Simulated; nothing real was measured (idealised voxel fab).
Process module name: voxel gate over fins
Square cell edge 5 nm, section width 295 nm, ID cut.
Notation: cross-section as square-cell grid; stated in bands, top first, going down; one or more cell rows per band.
This entry defines a band. It first specifies the height of the band's top and the height of its bottom in nm, and then specifies the band's materials from left to right, stating each material with its width in nm. The word "edge to edge" identifies a single material that fills the band from edge to edge, while the word "air" identifies empty space.
The level at which height equals 0 is the one under which the wafer, as it arrives, is entirely one material. No lower edge exists for the bottom band, which continues downward and is notated as in "0 nm and below".
A width such as "30 to 40" changes by the same amount from each row of cells to the next, from the band's top row to its bottom row.
"no alterations made", as given for a step, is the statement that not any cell of the cross-section underwent a change during that step.
For the entry "Closed voids list", the listed items are empty spaces with no open way to the top whose size is 8 cells or more; each item follows the pattern width x height at distance, where distance is from the left edge and all three are in nm.
On a step's line, text after the settings is the simulator commenting on that step.
A step line may carry the setting "overlay nm", which, for steps involving a mask, states the distance by which the mask lay to the right of its intended position; negative values denote displacement to the left.
Guide to the pairs. Each holds a before and an after cross-section around one process step; the after cross-section is cut off at the lowest band that changed. Look under the pair for the step between them and its settings. Pairs can come from different runs of this module on the same starting wafer, so a pair follows on from the one above it only where its entry headed "Prior state" says it does.
**Prior state**
* 0 nm and below | Si edge to edge
* Closed voids list: none
**Step Result**
* 5 nm to 0 nm | SiN edge to edge
* All layers under 0 are left as they were.
* Closed voids list: none
Step, before to after (see cross-sections above): CONFORMAL_DEP | material SiN | thk nm 5
Prior state: refer to the pair immediately above; the cross-section shown after its step is the state before this one.
**Step Result**
* 5 nm to 0 nm | air=80; SiN=15; air=25; SiN=15; air=25; SiN=15; air=25; SiN=15; air=80
* All layers under 0 are left as they were.
* Closed voids list: none
Step, before to after (see cross-sections above): MASKED_ETCH | tone cover | mask id FINS | width nm 15 | pitch nm 40 | etch materials SiN | depth nm 5 | overlay nm 0
Prior state: refer to the pair immediately above; the cross-section shown after its step is the state before this one.
**Step Result**
* 5 nm to 0 nm | air=80; SiN=15; air=25; SiN=15; air=25; SiN=15; air=25; SiN=15; air=80
* 0 nm to -35 nm | air=80; Si=15; air=25; Si=15; air=25; Si=15; air=25; Si=15; air=80
* All layers under -35 are left as they were.
* Closed voids list: none
Step, before to after (see cross-sections above): MASKED_ETCH | tone cover | mask id FINS | width nm 15 | pitch nm 40 | etch materials Si | depth nm 35 | overlay nm 0
Prior state: refer to the pair immediately above; the cross-section shown after its step is the state before this one.
**Step Result**
* 10 nm to 5 nm | SiO2 edge to edge
* 5 nm to 0 nm | SiO2=80; SiN=15; SiO2=25; SiN=15; SiO2=25; SiN=15; SiO2=25; SiN=15; SiO2=80
* 0 nm to -35 nm | SiO2=80; Si=15; SiO2=25; Si=15; SiO2=25; Si=15; SiO2=25; Si=15; SiO2=80
* All layers under -35 are left as they were.
* Closed voids list: none
Step, before to after (see cross-sections above): FILL_DEP | material SiO2 | thk nm 5
Prior state: refer to the pair immediately above; the cross-section shown after its step is the state before this one.
**Step Result**
* 5 nm to 0 nm | SiO2=80; SiN=15; SiO2=25; SiN=15; SiO2=25; SiN=15; SiO2=25; SiN=15; SiO2=80
* All layers under 0 are left as they were.
* Closed voids list: none
Step, before to after (see cross-sections above): CMP | height nm 5
Prior state: refer to the pair immediately above; the cross-section shown after its step is the state before this one.
**Step Result**
* 5 nm to 0 nm | air=80; SiN=15; air=25; SiN=15; air=25; SiN=15; air=25; SiN=15; air=80
* 0 nm to -15 nm | air=80; Si=15; air=25; Si=15; air=25; Si=15; air=25; Si=15; air=80
* All layers under -15 are left as they were.
* Closed voids list: none
Step, before to after (see cross-sections above): SELECTIVE_ETCH | etch materials SiO2 | depth nm 20
Prior state: refer to the pair immediately above; the cross-section shown after its step is the state before this one.
**Step Result**
* 0 nm to -15 nm | air=80; Si=15; air=25; Si=15; air=25; Si=15; air=25; Si=15; air=80
* All layers under -15 are left as they were.
* Closed voids list: none
Step, before to after (see cross-sections above): STRIP | etch materials SiN
Prior state: refer to the pair immediately above; the cross-section shown after its step is the state before this one.
**Step Result**
* 5 nm to 0 nm | air=75; HfO2=25; air=15; HfO2=25; air=15; HfO2=25; air=15; HfO2=25; air=75
* 0 nm to -10 nm | air=75; HfO2=5; Si=15; HfO2=5; air=15; HfO2=5; Si=15; HfO2=5; air=15; HfO2=5; Si=15; HfO2=5; air=15; HfO2=5; Si=15; HfO2=5; air=75
* -10 nm to -15 nm | HfO2=80; Si=15; HfO2=25; Si=15; HfO2=25; Si=15; HfO2=25; Si=15; HfO2=80
* All layers under -15 are left as they were.
* Closed voids list: none
Step, before to after (see cross-sections above): CONFORMAL_DEP | material HfO2 | thk nm 5
Prior state: refer to the pair immediately above; the cross-section shown after its step is the state before this one.
**Step Result**
* 10 nm to 5 nm | air=70; TiN=35; air=5; TiN=35; air=5; TiN=35; air=5; TiN=35; air=70
* 5 nm to 0 nm | air=70; TiN=5; HfO2=25; TiN=5; air=5; TiN=5; HfO2=25; TiN=5; air=5; TiN=5; HfO2=25; TiN=5; air=5; TiN=5; HfO2=25; TiN=5; air=70
* 0 nm to -5 nm | air=70; TiN=5; HfO2=5; Si=15; HfO2=5; TiN=5; air=5; TiN=5; HfO2=5; Si=15; HfO2=5; TiN=5; air=5; TiN=5; HfO2=5; Si=15; HfO2=5; TiN=5; air=5; TiN=5; HfO2=5; Si=15; HfO2=5; TiN=5; air=70
* -5 nm to -10 nm | TiN=75; HfO2=5; Si=15; HfO2=5; TiN=15; HfO2=5; Si=15; HfO2=5; TiN=15; HfO2=5; Si=15; HfO2=5; TiN=15; HfO2=5; Si=15; HfO2=5; TiN=75
* All layers under -10 are left as they were.
* Closed voids list: none
Step, before to after (see cross-sections above): CONFORMAL_DEP | material TiN | thk nm 5
Prior state: refer to the pair immediately above; the cross-section shown after its step is the state before this one.
**Step Result**
* 25 nm to 10 nm | W edge to edge
* 10 nm to 5 nm | W=70; TiN=35; W=5; TiN=35; W=5; TiN=35; W=5; TiN=35; W=70
* 5 nm to 0 nm | W=70; TiN=5; HfO2=25; TiN=5; W=5; TiN=5; HfO2=25; TiN=5; W=5; TiN=5; HfO2=25; TiN=5; W=5; TiN=5; HfO2=25; TiN=5; W=70
* 0 nm to -5 nm | W=70; TiN=5; HfO2=5; Si=15; HfO2=5; TiN=5; W=5; TiN=5; HfO2=5; Si=15; HfO2=5; TiN=5; W=5; TiN=5; HfO2=5; Si=15; HfO2=5; TiN=5; W=5; TiN=5; HfO2=5; Si=15; HfO2=5; TiN=5; W=70
* All layers under -5 are left as they were.
* Closed voids list: none
Step, before to after (see cross-sections above): FILL_DEP | material W | thk nm 15
Prior state: refer to the pair immediately above; the cross-section shown after its step is the state before this one.
**Step Result**
* 20 nm to 10 nm | W edge to edge
* All layers under 10 are left as they were.
* Closed voids list: none
Step, before to after (see cross-sections above): CMP | height nm 20
Prior state: refer to the pair immediately above; the cross-section shown after its step is the state before this one.
**Step Result**
* 25 nm to 20 nm | SiN edge to edge
* All layers under 20 are left as they were.
* Closed voids list: none
Step, before to after (see cross-sections above): CONFORMAL_DEP | material SiN | thk nm 5
**Prior state**
* 0 nm to -15 nm | air=80; Si=15; air=25; Si=15; air=25; Si=15; air=25; Si=15; air=80
* -15 nm to -35 nm | SiO2=80; Si=15; SiO2=25; Si=15; SiO2=25; Si=15; SiO2=25; Si=15; SiO2=80
* -35 nm and below | Si edge to edge
* Closed voids list: none
**Step Result**
* 5 nm to 0 nm | air=75; TiN=25; air=15; TiN=25; air=15; TiN=25; air=15; TiN=25; air=75
* 0 nm to -10 nm | air=75; TiN=5; Si=15; TiN=5; air=15; TiN=5; Si=15; TiN=5; air=15; TiN=5; Si=15; TiN=5; air=15; TiN=5; Si=15; TiN=5; air=75
* -10 nm to -15 nm | TiN=80; Si=15; TiN=25; Si=15; TiN=25; Si=15; TiN=25; Si=15; TiN=80
* All layers under -15 are left as they were.
* Closed voids list: none
Step, before to after (see cross-sections above): CONFORMAL_DEP | material TiN | thk nm 5
Prior state: refer to the pair immediately above; the cross-section shown after its step is the state before this one.
**Step Result**
* 20 nm to 5 nm | W edge to edge
* 5 nm to 0 nm | W=75; TiN=25; W=15; TiN=25; W=15; TiN=25; W=15; TiN=25; W=75
* 0 nm to -10 nm | W=75; TiN=5; Si=15; TiN=5; W=15; TiN=5; Si=15; TiN=5; W=15; TiN=5; Si=15; TiN=5; W=15; TiN=5; Si=15; TiN=5; W=75
* All layers under -10 are left as they were.
* Closed voids list: none
Step, before to after (see cross-sections above): FILL_DEP | material W | thk nm 15
Prior state: refer to the pair immediately above; the cross-section shown after its step is the state before this one.
**Step Result**
* 25 nm to 20 nm | SiN edge to edge
* All layers under 20 are left as they were.
* Closed voids list: none
Step, before to after (see cross-sections above): CONFORMAL_DEP | material SiN | thk nm 5
**Prior state**
* 5 nm to 0 nm | air=80; SiN=15; air=25; SiN=15; air=25; SiN=15; air=25; SiN=15; air=80
* 0 nm to -35 nm | air=80; Si=15; air=25; Si=15; air=25; Si=15; air=25; Si=15; air=80
* -35 nm and below | Si edge to edge
* Closed voids list: none
**Step Result**
* 5 nm to 0 nm | air=80; SiN=15; air=25; SiN=15; air=25; SiN=15; air=25; SiN=15; air=80
* 0 nm to -70 nm | air=80; Si=15; air=25; Si=15; air=25; Si=15; air=25; Si=15; air=80
* All layers under -70 are left as they were.
* Closed voids list: none
Step, before to after (see cross-sections above): MASKED_ETCH | tone cover | mask id FINS | width nm 15 | pitch nm 40 | etch materials Si | depth nm 35 | overlay nm 0
Prior state: refer to the pair immediately above; the cross-section shown after its step is the state before this one.
**Step Result**
* 10 nm to 5 nm | SiO2 edge to edge
* 5 nm to 0 nm | SiO2=80; SiN=15; SiO2=25; SiN=15; SiO2=25; SiN=15; SiO2=25; SiN=15; SiO2=80
* 0 nm to -70 nm | SiO2=80; Si=15; SiO2=25; Si=15; SiO2=25; Si=15; SiO2=25; Si=15; SiO2=80
* All layers under -70 are left as they were.
* Closed voids list: none
Step, before to after (see cross-sections above): FILL_DEP | material SiO2 | thk nm 5
Prior state: refer to the pair immediately above; the cross-section shown after its step is the state before this one.
**Step Result**
* 5 nm to 0 nm | SiO2=80; SiN=15; SiO2=25; SiN=15; SiO2=25; SiN=15; SiO2=25; SiN=15; SiO2=80
* All layers under 0 are left as they were.
* Closed voids list: none
Step, before to after (see cross-sections above): CMP | height nm 5
Prior state: refer to the pair immediately above; the cross-section shown after its step is the state before this one.
**Step Result**
* 5 nm to 0 nm | air=80; SiN=15; air=25; SiN=15; air=25; SiN=15; air=25; SiN=15; air=80
* 0 nm to -15 nm | air=80; Si=15; air=25; Si=15; air=25; Si=15; air=25; Si=15; air=80
* All layers under -15 are left as they were.
* Closed voids list: none
Step, before to after (see cross-sections above): SELECTIVE_ETCH | etch materials SiO2 | depth nm 20
Prior state: refer to the pair immediately above; the cross-section shown after its step is the state before this one.
**Step Result**
* 0 nm to -15 nm | air=80; Si=15; air=25; Si=15; air=25; Si=15; air=25; Si=15; air=80
* All layers under -15 are left as they were.
* Closed voids list: none
Step, before to after (see cross-sections above): STRIP | etch materials SiN
Prior state: refer to the pair immediately above; the cross-section shown after its step is the state before this one.
**Step Result**
* 5 nm to 0 nm | air=75; HfO2=25; air=15; HfO2=25; air=15; HfO2=25; air=15; HfO2=25; air=75
* 0 nm to -10 nm | air=75; HfO2=5; Si=15; HfO2=5; air=15; HfO2=5; Si=15; HfO2=5; air=15; HfO2=5; Si=15; HfO2=5; air=15; HfO2=5; Si=15; HfO2=5; air=75
* -10 nm to -15 nm | HfO2=80; Si=15; HfO2=25; Si=15; HfO2=25; Si=15; HfO2=25; Si=15; HfO2=80
* All layers under -15 are left as they were.
* Closed voids list: none
Step, before to after (see cross-sections above): CONFORMAL_DEP | material HfO2 | thk nm 5
Prior state: refer to the pair immediately above; the cross-section shown after its step is the state before this one.
**Step Result**
* 10 nm to 5 nm | air=70; TiN=35; air=5; TiN=35; air=5; TiN=35; air=5; TiN=35; air=70
* 5 nm to 0 nm | air=70; TiN=5; HfO2=25; TiN=5; air=5; TiN=5; HfO2=25; TiN=5; air=5; TiN=5; HfO2=25; TiN=5; air=5; TiN=5; HfO2=25; TiN=5; air=70
* 0 nm to -5 nm | air=70; TiN=5; HfO2=5; Si=15; HfO2=5; TiN=5; air=5; TiN=5; HfO2=5; Si=15; HfO2=5; TiN=5; air=5; TiN=5; HfO2=5; Si=15; HfO2=5; TiN=5; air=5; TiN=5; HfO2=5; Si=15; HfO2=5; TiN=5; air=70
* -5 nm to -10 nm | TiN=75; HfO2=5; Si=15; HfO2=5; TiN=15; HfO2=5; Si=15; HfO2=5; TiN=15; HfO2=5; Si=15; HfO2=5; TiN=15; HfO2=5; Si=15; HfO2=5; TiN=75
* All layers under -10 are left as they were.
* Closed voids list: none
Step, before to after (see cross-sections above): CONFORMAL_DEP | material TiN | thk nm 5
Prior state: refer to the pair immediately above; the cross-section shown after its step is the state before this one.
**Step Result**
* 25 nm to 10 nm | W edge to edge
* 10 nm to 5 nm | W=70; TiN=35; W=5; TiN=35; W=5; TiN=35; W=5; TiN=35; W=70
* 5 nm to 0 nm | W=70; TiN=5; HfO2=25; TiN=5; W=5; TiN=5; HfO2=25; TiN=5; W=5; TiN=5; HfO2=25; TiN=5; W=5; TiN=5; HfO2=25; TiN=5; W=70
* 0 nm to -5 nm | W=70; TiN=5; HfO2=5; Si=15; HfO2=5; TiN=5; W=5; TiN=5; HfO2=5; Si=15; HfO2=5; TiN=5; W=5; TiN=5; HfO2=5; Si=15; HfO2=5; TiN=5; W=5; TiN=5; HfO2=5; Si=15; HfO2=5; TiN=5; W=70
* All layers under -5 are left as they were.
* Closed voids list: none
Step, before to after (see cross-sections above): FILL_DEP | material W | thk nm 15
Prior state: refer to the pair immediately above; the cross-section shown after its step is the state before this one.
**Step Result**
* 20 nm to 10 nm | W edge to edge
* All layers under 10 are left as they were.
* Closed voids list: none
Step, before to after (see cross-sections above): CMP | height nm 20
Prior state: refer to the pair immediately above; the cross-section shown after its step is the state before this one.
**Step Result**
* 25 nm to 20 nm | SiN edge to edge
* All layers under 20 are left as they were.
* Closed voids list: none
Step, before to after (see cross-sections above): CONFORMAL_DEP | material SiN | thk nm 5
**Prior state**
* 5 nm to 0 nm | SiO2=80; SiN=15; SiO2=25; SiN=15; SiO2=25; SiN=15; SiO2=25; SiN=15; SiO2=80
* 0 nm to -35 nm | SiO2=80; Si=15; SiO2=25; Si=15; SiO2=25; Si=15; SiO2=25; Si=15; SiO2=80
* -35 nm and below | Si edge to edge
* Closed voids list: none
**Step Result**
* 5 nm to 0 nm | SiO2=80; air=15; SiO2=25; air=15; SiO2=25; air=15; SiO2=25; air=15; SiO2=80
* All layers under 0 are left as they were.
* Closed voids list: none
Step, before to after (see cross-sections above): STRIP | etch materials SiN
Prior state: refer to the pair immediately above; the cross-section shown after its step is the state before this one.
**Step Result**
* 0 nm to -15 nm | air=80; Si=15; air=25; Si=15; air=25; Si=15; air=25; Si=15; air=80
* -15 nm to -20 nm | SiO2=60; air=20; Si=15; air=25; Si=15; air=25; Si=15; air=25; Si=15; air=20; SiO2=60
* All layers under -20 are left as they were.
* Closed voids list: none
Step, before to after (see cross-sections above): SELECTIVE_ETCH | etch materials SiO2 | depth nm 20
Prior state: refer to the pair immediately above; the cross-section shown after its step is the state before this one.
**Step Result**
* 5 nm to 0 nm | air=75; HfO2=25; air=15; HfO2=25; air=15; HfO2=25; air=15; HfO2=25; air=75
* 0 nm to -10 nm | air=75; HfO2=5; Si=15; HfO2=5; air=15; HfO2=5; Si=15; HfO2=5; air=15; HfO2=5; Si=15; HfO2=5; air=15; HfO2=5; Si=15; HfO2=5; air=75
* -10 nm to -15 nm | HfO2=65; air=10; HfO2=5; Si=15; HfO2=5; air=15; HfO2=5; Si=15; HfO2=5; air=15; HfO2=5; Si=15; HfO2=5; air=15; HfO2=5; Si=15; HfO2=5; air=10; HfO2=65
* -15 nm to -20 nm | SiO2=60; HfO2=20; Si=15; HfO2=25; Si=15; HfO2=25; Si=15; HfO2=25; Si=15; HfO2=20; SiO2=60
* All layers under -20 are left as they were.
* Closed voids list: none
Step, before to after (see cross-sections above): CONFORMAL_DEP | material HfO2 | thk nm 5
Prior state: refer to the pair immediately above; the cross-section shown after its step is the state before this one.
**Step Result**
* 10 nm to 5 nm | air=70; TiN=35; air=5; TiN=35; air=5; TiN=35; air=5; TiN=35; air=70
* 5 nm to 0 nm | air=70; TiN=5; HfO2=25; TiN=5; air=5; TiN=5; HfO2=25; TiN=5; air=5; TiN=5; HfO2=25; TiN=5; air=5; TiN=5; HfO2=25; TiN=5; air=70
* 0 nm to -5 nm | air=70; TiN=5; HfO2=5; Si=15; HfO2=5; TiN=5; air=5; TiN=5; HfO2=5; Si=15; HfO2=5; TiN=5; air=5; TiN=5; HfO2=5; Si=15; HfO2=5; TiN=5; air=5; TiN=5; HfO2=5; Si=15; HfO2=5; TiN=5; air=70
* -5 nm to -10 nm | TiN=75; HfO2=5; Si=15; HfO2=5; TiN=5; air=5; TiN=5; HfO2=5; Si=15; HfO2=5; TiN=5; air=5; TiN=5; HfO2=5; Si=15; HfO2=5; TiN=5; air=5; TiN=5; HfO2=5; Si=15; HfO2=5; TiN=75
* -10 nm to -15 nm | HfO2=65; TiN=10; HfO2=5; Si=15; HfO2=5; TiN=15; HfO2=5; Si=15; HfO2=5; TiN=15; HfO2=5; Si=15; HfO2=5; TiN=15; HfO2=5; Si=15; HfO2=5; TiN=10; HfO2=65
* All layers under -15 are left as they were.
* Closed voids list: none
Step, before to after (see cross-sections above): CONFORMAL_DEP | material TiN | thk nm 5
Prior state: refer to the pair immediately above; the cross-section shown after its step is the state before this one.
**Step Result**
* 25 nm to 10 nm | W edge to edge
* 10 nm to 5 nm | W=70; TiN=35; W=5; TiN=35; W=5; TiN=35; W=5; TiN=35; W=70
* 5 nm to 0 nm | W=70; TiN=5; HfO2=25; TiN=5; W=5; TiN=5; HfO2=25; TiN=5; W=5; TiN=5; HfO2=25; TiN=5; W=5; TiN=5; HfO2=25; TiN=5; W=70
* 0 nm to -5 nm | W=70; TiN=5; HfO2=5; Si=15; HfO2=5; TiN=5; W=5; TiN=5; HfO2=5; Si=15; HfO2=5; TiN=5; W=5; TiN=5; HfO2=5; Si=15; HfO2=5; TiN=5; W=5; TiN=5; HfO2=5; Si=15; HfO2=5; TiN=5; W=70
* -5 nm to -10 nm | TiN=75; HfO2=5; Si=15; HfO2=5; TiN=5; W=5; TiN=5; HfO2=5; Si=15; HfO2=5; TiN=5; W=5; TiN=5; HfO2=5; Si=15; HfO2=5; TiN=5; W=5; TiN=5; HfO2=5; Si=15; HfO2=5; TiN=75
* All layers under -10 are left as they were.
* Closed voids list: none
Step, before to after (see cross-sections above): FILL_DEP | material W | thk nm 15
Prior state: refer to the pair immediately above; the cross-section shown after its step is the state before this one.
**Step Result**
* 20 nm to 10 nm | W edge to edge
* All layers under 10 are left as they were.
* Closed voids list: none
Step, before to after (see cross-sections above): CMP | height nm 20
Prior state: refer to the pair immediately above; the cross-section shown after its step is the state before this one.
**Step Result**
* 25 nm to 20 nm | SiN edge to edge
* All layers under 20 are left as they were.
* Closed voids list: none
Step, before to after (see cross-sections above): CONFORMAL_DEP | material SiN | thk nm 5
**Prior state**
* 0 nm to -15 nm | air=80; Si=15; air=25; Si=15; air=25; Si=15; air=25; Si=15; air=80
* -15 nm to -35 nm | SiO2=80; Si=15; SiO2=25; Si=15; SiO2=25; Si=15; SiO2=25; Si=15; SiO2=80
* -35 nm and below | Si edge to edge
* Closed voids list: none
**Step Result**
* 15 nm to 0 nm | air=65; HfO2=165; air=65
* 0 nm to -15 nm | HfO2=80; Si=15; HfO2=25; Si=15; HfO2=25; Si=15; HfO2=25; Si=15; HfO2=80
* All layers under -15 are left as they were.
* Closed voids list: none
Step, before to after (see cross-sections above): CONFORMAL_DEP | material HfO2 | thk nm 15
Prior state: refer to the pair immediately above; the cross-section shown after its step is the state before this one.
**Step Result**
* 20 nm to 15 nm | air=60; TiN=175; air=60
* 15 nm to 5 nm | air=60; TiN=5; HfO2=165; TiN=5; air=60
* 5 nm to 0 nm | TiN=65; HfO2=165; TiN=65
* All layers under 0 are left as they were.
* Closed voids list: none
Step, before to after (see cross-sections above): CONFORMAL_DEP | material TiN | thk nm 5
Prior state: refer to the pair immediately above; the cross-section shown after its step is the state before this one.
**Step Result**
* 35 nm to 20 nm | W edge to edge
* 20 nm to 15 nm | W=60; TiN=175; W=60
* 15 nm to 5 nm | W=60; TiN=5; HfO2=165; TiN=5; W=60
* All layers under 5 are left as they were.
* Closed voids list: none
Step, before to after (see cross-sections above): FILL_DEP | material W | thk nm 15
Prior state: refer to the pair immediately above; the cross-section shown after its step is the state before this one.
**Step Result**
* 20 nm to 15 nm | W=60; TiN=175; W=60
* All layers under 15 are left as they were.
* Closed voids list: none
Step, before to after (see cross-sections above): CMP | height nm 20
Prior state: refer to the pair immediately above; the cross-section shown after its step is the state before this one.
**Step Result**
* 25 nm to 20 nm | SiN edge to edge
* All layers under 20 are left as they were.
* Closed voids list: none
Step, before to after (see cross-sections above): CONFORMAL_DEP | material SiN | thk nm 5
**Prior state**
* 20 nm to 10 nm | W edge to edge
* 10 nm to 5 nm | W=70; TiN=35; W=5; TiN=35; W=5; TiN=35; W=5; TiN=35; W=70
* 5 nm to 0 nm | W=70; TiN=5; HfO2=25; TiN=5; W=5; TiN=5; HfO2=25; TiN=5; W=5; TiN=5; HfO2=25; TiN=5; W=5; TiN=5; HfO2=25; TiN=5; W=70
* 0 nm to -5 nm | W=70; TiN=5; HfO2=5; Si=15; HfO2=5; TiN=5; W=5; TiN=5; HfO2=5; Si=15; HfO2=5; TiN=5; W=5; TiN=5; HfO2=5; Si=15; HfO2=5; TiN=5; W=5; TiN=5; HfO2=5; Si=15; HfO2=5; TiN=5; W=70
* -5 nm to -10 nm | TiN=75; HfO2=5; Si=15; HfO2=5; TiN=15; HfO2=5; Si=15; HfO2=5; TiN=15; HfO2=5; Si=15; HfO2=5; TiN=15; HfO2=5; Si=15; HfO2=5; TiN=75
* -10 nm to -15 nm | HfO2=80; Si=15; HfO2=25; Si=15; HfO2=25; Si=15; HfO2=25; Si=15; HfO2=80
* -15 nm to -35 nm | SiO2=80; Si=15; SiO2=25; Si=15; SiO2=25; Si=15; SiO2=25; Si=15; SiO2=80
* -35 nm and below | Si edge to edge
* Closed voids list: none
**Step Result**
* 25 nm to 20 nm | TiN edge to edge
* All layers under 20 are left as they were.
* Closed voids list: none
Step, before to after (see cross-sections above): CONFORMAL_DEP | material TiN | thk nm 5
